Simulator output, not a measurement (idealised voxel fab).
You're looking at the process module voxel air gaps.
This is section cut - it's 260 nm across, gridded in 5 nm square cells.
Square cells in a grid make up a cross-section in this document, and the grid is given as bands, listed from the top down, each one or more rows of cells.
Each band's line starts with the height of the band's top and of its bottom, in nm. Then come its materials from left to right, each with its width in nm. One material with "full width" fills the band from edge to edge. "empty" is empty space.
Beneath 0, the wafer as received is one material, and that level is where height counting begins. The lowest band goes on downward without a bottom; it is written like "top 0, no bottom".
Width spec "30->40" -> top row of cells at first value, bottom row at second value, equal per-row change in between.
Given "no modifications" for a step, no cell of the cross-section differs between before and after that step.
The label "Enclosed cavities" introduces a list of the empty spaces, 8 cells or larger, that have no open way up to the top; each entry in it reads width x height at distance, where the distance is taken from the left edge and all three are stated in nm.
Text after the settings on a step's line: the simulator's own remark on that step.
overlay nm, on a step with a mask: how far to the right of its planned place the mask lay; to the left if negative
# These are the steps we planned for the process
1. RECEIVE, material Si
2. CONFORMAL_DEP, material SiO2, thk nm 10
3. CONFORMAL_DEP, material SiCN, thk nm 5
4. DIRECTIONAL_DEP, material SiO2, thk nm 35
5. DIRECTIONAL_DEP, material aC, thk nm 15
6. PATTERN, tone open, mask id LINES, material resist, width nm 15, pitch nm 50, thk nm 35, overlay nm 0
7. DIRECTIONAL_ETCH, etch materials aC, depth nm 15
8. STRIP, etch materials resist
9. DIRECTIONAL_ETCH, etch materials SiO2, depth nm 35
10. STRIP, etch materials aC
11. CONFORMAL_DEP, material TiN, thk nm 5
12. FILL_DEP, material W, thk nm 10
13. CMP, height nm 50
14. EPI, material Ru, thk nm 10
15. SELECTIVE_ETCH, etch materials SiO2, depth nm 45
16. CONFORMAL_DEP, material SiCN, thk nm 5
varied across the wafers: width nm of step 6. The plan shows the first wafer's value. All wafers start alike
# First of several wafers (as received, post step 1), cross-sectional view
    top 0, no bottom | Si full width
    Enclosed cavities: none
# Post step 16, the closing step of the module: first of several wafers, cross-sectioned
    top 65, bottom 60 | 30 empty  45 SiCN  5 empty  45 SiCN  5 empty  45 SiCN  5 empty  45 SiCN  35 empty
    top 60, bottom 50 | 30 empty  5 SiCN  35 Ru  5 SiCN  5 empty  5 SiCN  35 Ru  5 SiCN  5 empty  5 SiCN  35 Ru  5 SiCN  5 empty  5 SiCN  35 Ru  5 SiCN  35 empty
    top 50, bottom 45 | 30 empty  15 SiCN  5 TiN  5 W  5 TiN  15 SiCN  5 empty  15 SiCN  5 TiN  5 W  5 TiN  15 SiCN  5 empty  15 SiCN  5 TiN  5 W  5 TiN  15 SiCN  5 empty  15 SiCN  5 TiN  5 W  5 TiN  15 SiCN  35 empty
    top 45, bottom 20 | 40 empty  5 SiCN  5 TiN  5 W  5 TiN  5 SiCN  25 empty  5 SiCN  5 TiN  5 W  5 TiN  5 SiCN  25 empty  5 SiCN  5 TiN  5 W  5 TiN  5 SiCN  25 empty  5 SiCN  5 TiN  5 W  5 TiN  5 SiCN  45 empty
    top 20, bottom 15 | 45 SiCN  15 TiN  35 SiCN  15 TiN  35 SiCN  15 TiN  35 SiCN  15 TiN  50 SiCN
    top 15, bottom 10 | SiCN full width
    top 10, bottom 0 | SiO2 full width
    top 0, no bottom | Si full width
    Enclosed cavities: none
# Cross-section, last wafer, module completion
    top 65, bottom 60 | 20 empty  215 SiCN  25 empty
    top 60, bottom 50 | 20 empty  5 SiCN  205 Ru  5 SiCN  25 empty
    top 50, bottom 45 | 20 empty  15 SiCN  5 TiN  25 W  5 TiN  15 SiO2  5 TiN  25 W  5 TiN  15 SiO2  5 TiN  25 W  5 TiN  15 SiO2  5 TiN  25 W  5 TiN  15 SiCN  25 empty
    top 45, bottom 20 | 30 empty  5 SiCN  5 TiN  25 W  5 TiN  15 SiO2  5 TiN  25 W  5 TiN  15 SiO2  5 TiN  25 W  5 TiN  15 SiO2  5 TiN  25 W  5 TiN  5 SiCN  35 empty
    top 20, bottom 15 | 35 SiCN  35 TiN  15 SiO2  35 TiN  15 SiO2  35 TiN  15 SiO2  35 TiN  40 SiCN
    top 15, bottom 10 | SiCN full width
    top 10, bottom 0 | SiO2 full width
    top 0, no bottom | Si full width
    Enclosed cavities: none
# So in this table every wafer gets its own row, and what you see is where it stands at the end of the module: for each material, how many cells it picked up (+) or gave up (-) since we received it, and after that its closed voids
width nm 15 | +56 Ru | +208 SiCN | +104 SiO2 | +60 TiN | +24 W | Enclosed cavities: none
width nm 20 | +64 Ru | +208 SiCN | +104 SiO2 | +64 TiN | +48 W | Enclosed cavities: 20 x 25 at 70; 20 x 25 at 120; 20 x 25 at 170
width nm 25 | +72 Ru | +196 SiCN | +104 SiO2 | +68 TiN | +72 W | Enclosed cavities: 15 x 25 at 70; 15 x 25 at 120; 15 x 25 at 170
width nm 30 | +80 Ru | +130 SiCN | +188 SiO2 | +72 TiN | +96 W | Enclosed cavities: none
width nm 35 | +82 Ru | +130 SiCN | +167 SiO2 | +76 TiN | +120 W | Enclosed cavities: none
